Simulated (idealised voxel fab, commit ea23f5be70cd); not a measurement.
process module | voxel self aligned contacts
cross-section cut | 240 nm wide | cells 5 nm
A cross-section is a grid of square cells, given in bands from the top down. A band is one or more rows of cells.
Each band's line starts with the height of the band's top and of its bottom, in nm. Then come its materials from left to right, each with its width in nm. One material with "throughout" fills the band from edge to edge. "air" is empty space.
Height 0 is the level under which the wafer as received is all one material. The lowest band goes on downwards, as in "0 down".
A width such as "30 to 40" changes by the same amount from each row of cells to the next, from the band's top row to its bottom row.
"no change" after a step means that no cell of the cross-section changed.
closed voids: empty space of 8 cells or more with no open way to the top, each as width x height at its distance from the left edge, in nm
after a step's settings: what the simulator itself notes on the step
overlay nm, on a step with a mask: how far to the right of its planned place the mask lay; to the left if negative
plan
1 op RECEIVE | material Si
2 op CONFORMAL_DEP | material SiO2 | thk nm 5
3 op DIRECTIONAL_DEP | material polySi | thk nm 25
4 op DIRECTIONAL_DEP | material SiN | thk nm 20
5 op DIRECTIONAL_DEP | material aC | thk nm 15
6 op PATTERN | tone cover | mask id GATE | material resist | width nm 25 | pitch nm 60 | thk nm 30 | overlay nm 0
7 op DIRECTIONAL_ETCH | etch materials aC | depth nm 15
8 op STRIP | etch materials resist
9 op DIRECTIONAL_ETCH | etch materials SiN | depth nm 20
10 op DIRECTIONAL_ETCH | etch materials polySi | depth nm 25
11 op STRIP | etch materials aC
12 op CONFORMAL_DEP | material SiN | thk nm 5
13 op DIRECTIONAL_ETCH | etch materials SiN | depth nm 5
14 op FILL_DEP | material SiO2 | thk nm 15
15 op CMP | height nm 55
16 op PATTERN | tone open | mask id CONTACT | material resist | width nm 45 | thk nm 15 | overlay nm 0
17 op DIRECTIONAL_ETCH | etch materials SiO2 | depth nm 55
18 op STRIP | etch materials resist
19 op CONFORMAL_DEP | material TiN | thk nm 5
20 op FILL_DEP | material W | thk nm 5
21 op CMP | height nm 55
22 op CONFORMAL_DEP | material SiN | thk nm 5
varied across the wafers: width nm of step 6. The plan shows the first wafer's value. All wafers start alike
first wafer as received, after step 1
  0 down: Si throughout
  closed voids: none
each wafer at the end: cells of each material gained (+) or lost (-) since it was received, then its closed voids
width nm 25 | +124 SiN | +343 SiO2 | +29 TiN | +30 W | +50 polySi | closed voids: none
width nm 30 | +132 SiN | +335 SiO2 | +29 TiN | +20 W | +60 polySi | closed voids: none
width nm 35 | +140 SiN | +327 SiO2 | +29 TiN | +10 W | +70 polySi | closed voids: none
width nm 40 | +148 SiN | +319 SiO2 | +29 TiN | +80 polySi | closed voids: none
width nm 45 | +156 SiN | +311 SiO2 | +19 TiN | +90 polySi | closed voids: none
